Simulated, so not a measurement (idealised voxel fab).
The name of this process module is voxel self aligned contacts.
Section shown: cut. Width: 280 nm. Cell size: 5 nm, square.
Cross-section spec: square-cell grid; bands listed top down; each band is one or more rows. Heights first: top, then bottom, in nm. Then materials, left to right, each with a width in nm. "throughout" on a single material: fills the band edge to edge. "air": empty space. Height datum 0, below which the as-received substrate wafer is one material. Lowest band open at the bottom, running downward: "top 0, no bottom". So if you see something like "30 to 40" for the width, read it as the top row of the band sitting at the first number and the bottom row at the second, with every row in between moving by the same amount as the last. "no alteration" (step): cross-section cells unchanged, all of them. Each empty space that has no open way to the top and spans at least 8 cells appears under "Encapsulated voids" as width x height at distance, the distance counted from the left edge, all in nm. after a step's settings: what the simulator itself notes on the step. You can add "overlay nm" to a step's line. For a step with a mask, it describes how far the mask lay to the right of its planned position, and a negative number describes a lay to the left.

THIS SECTION LISTS THE PROCESS STEPS THAT WERE PLANNED
1 RECEIVE (material Si)
2 OXIDIZE (depth nm 5)
3 DIRECTIONAL_DEP (material polySi; thk nm 20)
4 DIRECTIONAL_DEP (material SiN; thk nm 25)
5 DIRECTIONAL_DEP (material aC; thk nm 10)
6 PATTERN (tone cover; mask id GATE; material resist; width nm 30; pitch nm 75; thk nm 25; overlay nm 0)
7 DIRECTIONAL_ETCH (etch materials aC; depth nm 10)
8 STRIP (etch materials resist)
9 DIRECTIONAL_ETCH (etch materials SiN; depth nm 25)
10 DIRECTIONAL_ETCH (etch materials polySi; depth nm 20)
11 STRIP (etch materials aC)
12 CONFORMAL_DEP (material SiN; thk nm 10)
13 DIRECTIONAL_ETCH (etch materials SiN; depth nm 10)
14 FILL_DEP (material SiO2; thk nm 15)
15 CMP (height nm 55)
16 PATTERN (tone open; mask id CONTACT; material resist; width nm 55; thk nm 15; overlay nm 0)
17 DIRECTIONAL_ETCH (etch materials SiO2; depth nm 60)
18 STRIP (etch materials resist)
19 CONFORMAL_DEP (material TiN; thk nm 5)
20 FILL_DEP (material W; thk nm 10)
21 CMP (height nm 55)
22 CONFORMAL_DEP (material SiCN; thk nm 5)

WAFER CROSS-SECTION ON RECEIPT, I.E. AFTER STEP 1
  top 0, no bottom: Si throughout
  Encapsulated voids: none

CROSS-SECTION TAKEN AT MODULE COMPLETION ON THE FIRST OF TWO WAFERS; PROCESSED PER THE PLAN
  top 60, bottom 55: SiCN throughout
  top 55, bottom 45: 110 SiO2 / 5 to 20 TiN / 45 to 15 W / 5 to 20 TiN / 115 SiO2
  top 45, bottom 20: 75 SiO2 / 50 SiN / 5 TiN / 15 W / 5 TiN / 50 SiN / 80 SiO2
  top 20, bottom 0: 75 SiO2 / 10 SiN / 30 polySi / 10 SiN / 5 TiN / 15 W / 5 TiN / 10 SiN / 30 polySi / 10 SiN / 80 SiO2
  top 0, bottom -5: 125 SiO2 / 25 TiN / 130 SiO2
  top -5, no bottom: Si throughout
  Encapsulated voids: none

MODULE END: CROSS-SECTION OF WAFER TWO OF TWO. SAME START AND PROCESS PLAN AS THE FIRST WAFER. ONE MISTAKE DURING EXECUTION
  top 60, bottom 55: SiCN throughout
  top 55, bottom 35: 75 SiO2 / 50 SiN / 5 TiN / 15 W / 5 TiN / 50 SiN / 80 SiO2
  top 35, bottom 30: 75 SiO2 / 50 SiN / 25 TiN / 50 SiN / 80 SiO2
  top 30, bottom 20: SiN throughout
  top 20, bottom 0: polySi throughout
  top 0, bottom -5: SiO2 throughout
  top -5, no bottom: Si throughout
  Encapsulated voids: none
Misprocessing identified: it should be noted that step 4 was executed with settings other than those planned, the operation and settings actually applied being DIRECTIONAL_DEP (material SiN; thk nm 35)
End of process, cell counts, second wafer against first, materials with more or fewer: +80 SiN, -209 SiO2, -20 TiN, -27 W, +176 polySi
